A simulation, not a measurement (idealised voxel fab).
Process module heading - voxel wiring stack
In the cross-section labelled cut, the width is 225 nm and each square cell is 5 nm.
Reading order for cross-sections: top band down to bottom band. Underlying form: a grid of square cells. Band size: one or more rows of cells.
Top height, bottom height, nm. Materials left to right, width each, nm. Single material + "edge to edge" = fills band edge to edge. "air" = empty.
Height is counted from the level 0, under which the received wafer is composed throughout of one material. The lowest of the bands is not closed at the bottom but continues downward, in the notation "top 0, no bottom".
Width spec "30..40" -> top row of cells at first value, bottom row at second value, equal per-row change in between.
"nothing was modified" means the step left every cell of the cross-section as it was.
The label "Sealed void inventory" introduces a list of the empty spaces, 8 cells or larger, that have no open way up to the top; each entry in it reads width x height at distance, where the distance is taken from the left edge and all three are stated in nm.
If you see something after the settings on a step's line, that's the simulator's own remark about that step.
"overlay nm" on a masked step: distance the mask lay right of its planned place, negative for left.
Set out below are the planned steps of the process
1,RECEIVE (material Si)
2,CONFORMAL_DEP (material SiO2; thk nm 15)
3,CONFORMAL_DEP (material SiN; thk nm 5)
4,DIRECTIONAL_DEP (material lowk; thk nm 20)
5,MASKED_ETCH (tone open; mask id METAL_1; width nm 25; pitch nm 55; etch materials lowk; depth nm 20; overlay nm 0)
6,MASKED_ETCH (tone open; mask id METAL_1; width nm 25; pitch nm 55; etch materials SiN; depth nm 5; overlay nm 0)
7,CONFORMAL_DEP (material TiN; thk nm 5)
8,FILL_DEP (material Cu; thk nm 5)
9,CMP (height nm 40)
10,EPI (material Ru; thk nm 5)
11,FILL_DEP (material SiCN; thk nm 5)
12,DIRECTIONAL_DEP (material SiO2; thk nm 20)
13,MASKED_ETCH (tone open; mask id PLUG_1; width nm 15; etch materials SiO2; depth nm 20; overlay nm 0)
14,MASKED_ETCH (tone open; mask id PLUG_1; width nm 15; etch materials SiCN; depth nm 5; overlay nm 0)
15,CONFORMAL_DEP (material TiN; thk nm 5)
16,FILL_DEP (material Cu; thk nm 5)
17,CMP (height nm 70)
18,DIRECTIONAL_DEP (material TiN; thk nm 5)
19,DIRECTIONAL_DEP (material W; thk nm 25)
20,DIRECTIONAL_DEP (material aC; thk nm 10)
21,PATTERN (tone cover; mask id METAL_2; material resist; width nm 25; pitch nm 55; thk nm 30; overlay nm 0)
22,DIRECTIONAL_ETCH (etch materials aC; depth nm 10)
23,STRIP (etch materials resist)
24,DIRECTIONAL_ETCH (etch materials W; depth nm 25)
25,DIRECTIONAL_ETCH (etch materials TiN; depth nm 5)
26,STRIP (etch materials aC)
27,FILL_DEP (material lowk; thk nm 5)
28,CMP (height nm 100)
29,CONFORMAL_DEP (material SiCN; thk nm 5)
30,DIRECTIONAL_DEP (material lowk; thk nm 30)
31,PATTERN (tone open; mask id METAL_3; material resist; width nm 25; pitch nm 55; thk nm 20; overlay nm 0)
32,DIRECTIONAL_ETCH (etch materials lowk; depth nm 15)
33,STRIP (etch materials resist)
34,MASKED_ETCH (tone open; mask id METAL_3_HOLES; width nm 15; etch materials lowk; depth nm 15; overlay nm 0)
35,MASKED_ETCH (tone open; mask id METAL_3_HOLES; width nm 15; etch materials SiCN; depth nm 5; overlay nm 0)
36,CONFORMAL_DEP (material TiN; thk nm 5)
37,FILL_DEP (material Cu; thk nm 5)
38,CMP (height nm 135)
39,CONFORMAL_DEP (material SiCN; thk nm 5)
40,DIRECTIONAL_DEP (material lowk; thk nm 15)
41,MASKED_ETCH (tone open; mask id PLUG_3; width nm 15; pitch nm 55; etch materials lowk; depth nm 15; overlay nm 0)
42,MASKED_ETCH (tone open; mask id PLUG_3; width nm 15; pitch nm 55; etch materials SiCN; depth nm 5; overlay nm 0)
43,EPI (material Ru; thk nm 10)
44,EPI (material Ru; thk nm 10)
45,CONFORMAL_DEP (material SiN; thk nm 5)
46,DIRECTIONAL_DEP (material SiO2; thk nm 15)
47,MASKED_ETCH (tone open; mask id METAL_4; width nm 25; pitch nm 55; etch materials SiO2; depth nm 15; overlay nm 0)
48,MASKED_ETCH (tone open; mask id METAL_4; width nm 25; pitch nm 55; etch materials SiN; depth nm 5; overlay nm 0)
49,CONFORMAL_DEP (material TiN; thk nm 5)
50,FILL_DEP (material Ru; thk nm 5)
51,CMP (height nm 175)
52,CONFORMAL_DEP (material SiN; thk nm 5)
Cross-section of the wafer at receipt, which is the condition after step 1
* top 0, no bottom  Si edge to edge
* Sealed void inventory: none
End state of the module in cross-section, given the above starting point and plan and one mistake in execution
* top 180, bottom 175  SiN edge to edge
* top 175, bottom 160  SiO2 (70) / TiN (5) / Ru (15) / TiN (5) / SiO2 (30) / TiN (5) / Ru (15) / TiN (5) / SiO2 (75)
* top 160, bottom 155  SiN (70) / TiN (25) / SiN (30) / TiN (25) / SiN (75)
* top 155, bottom 140  lowk (65) / Ru (15) / lowk (40) / Ru (15) / lowk (90)
* top 140, bottom 135  SiCN (70) / Ru (10) / SiCN (45) / Ru (10) / SiCN (90)
* top 135, bottom 125  lowk (70) / TiN (5) / Cu (15) / TiN (5) / lowk (30) / TiN (5) / Cu (15) / TiN (5) / lowk (75)
* top 125, bottom 120  lowk (70) / TiN (5) / Cu (5) / TiN (15) / lowk (30) / TiN (25) / lowk (75)
* top 120, bottom 105  lowk (70) / TiN (5) / Cu (5) / TiN (5) / lowk (140)
* top 105, bottom 100  SiCN (70) / TiN (15) / SiCN (140)
* top 100, bottom 75  lowk (70) / W (25) / lowk (30) / W (25) / lowk (75)
* top 75, bottom 70  lowk (70) / TiN (25) / lowk (30) / TiN (25) / lowk (75)
* top 70, bottom 50  SiO2 (70) / TiN (5) / Cu (5) / TiN (5) / SiO2 (140)
* top 50, bottom 45  SiCN (70) / TiN (15) / SiCN (140)
* top 45, bottom 40  SiCN (65) / Ru (35) / SiCN (20) / Ru (35) / SiCN (70)
* top 40, bottom 20  lowk (70) / TiN (5) / Cu (15) / TiN (5) / lowk (30) / TiN (5) / Cu (15) / TiN (5) / lowk (75)
* top 20, bottom 15  SiN (70) / TiN (25) / SiN (30) / TiN (25) / SiN (75)
* top 15, bottom 0  SiO2 edge to edge
* top 0, no bottom  Si edge to edge
* Sealed void inventory: none
In executing the process, a mistake was made relative to the plan: contrary to plan, step 41 was performed as MASKED_ETCH (tone open; mask id PLUG_3; width nm 15; pitch nm 55; etch materials lowk; depth nm 15; overlay nm -5)
